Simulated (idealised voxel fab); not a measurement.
process module | voxel spacer lines
cross-section cut | 210 nm wide | cells 5 nm
Each cross-section below is a grid of square cells, stated as bands in top-down order, with one or more rows of cells making up each band.
It is stipulated that each band's entry specify, in nanometres, the height of the top of the band and then that of its bottom, followed by the materials of the band in left-to-right sequence, each together with its width in nanometres. A single material marked by the word "all across" is understood to fill the band from edge to edge; the word "blank" is understood to denote empty space.
Below 0: as-received wafer, all one material; heights counted from there. Lowest band: no bottom, goes on down, written "0..down".
Think of "30->40" as a width that walks from the first number to the second as you go down the band, top row to bottom row, taking equal-sized steps from row to row.
You'll sometimes find "remains unaltered" written for a step, and that's the way of saying that nowhere in the cross-section did a cell change during that step.
Look at "Fully sealed voids" for the closed voids: empty spaces with no open path to the top, sized 8 cells or up. Each is width x height at distance, distance from the left edge, all nm.
Note: text after step settings on the step line = simulator remark on that step.
"overlay nm" answers the question of how far to the right of plan the mask lay on a step that has a mask, and when it is negative the answer is to the left.

This section lists the process steps that were planned
| 1 | RECEIVE with material Si |
| 2 | CONFORMAL_DEP with material Al2O3, thk nm 10 |
| 3 | DIRECTIONAL_DEP with material W, thk nm 10 |
| 4 | DIRECTIONAL_DEP with material aC, thk nm 20 |
| 5 | PATTERN with tone cover, mask id MANDREL, material resist, width nm 15, pitch nm 50, thk nm 25, overlay nm 0 |
| 6 | DIRECTIONAL_ETCH with etch materials aC, depth nm 20 |
| 7 | STRIP with etch materials resist |
| 8 | CONFORMAL_DEP with material SiO2, thk nm 10 |
| 9 | DIRECTIONAL_ETCH with etch materials SiO2, depth nm 10 |
| 10 | STRIP with etch materials aC |
| 11 | DIRECTIONAL_ETCH with etch materials W, depth nm 10 |
| 12 | STRIP with etch materials SiO2 |

This is the cross-section of the wafer as we received it, i.e. after step 1
* 0..down  Si all across
* Fully sealed voids: none

First of two wafers, end-of-module section, run followed plan
* 20..10  blank (60); W (10); blank (15); W (10); blank (15); W (10); blank (15); W (10); blank (65)
* 10..0  Al2O3 all across
* 0..down  Si all across
* Fully sealed voids: none

So this is wafer number two of the two, cut at the end of the module - it started where the first did and had the same plan, we just got one thing wrong running it
* 20..10  blank (55); W (10); blank (25); W (10); blank (5); W (10); blank (25); W (10); blank (60)
* 10..0  Al2O3 all across
* 0..down  Si all across
* Fully sealed voids: none
Finding, execution versus plan: heads up, step 5 didn't go per plan, it actually ran as PATTERN with tone cover, mask id MANDREL, material resist, width nm 25, pitch nm 50, thk nm 25, overlay nm 0
The two final wafers agree on how many cells each material fills and disagree on which cells those are.
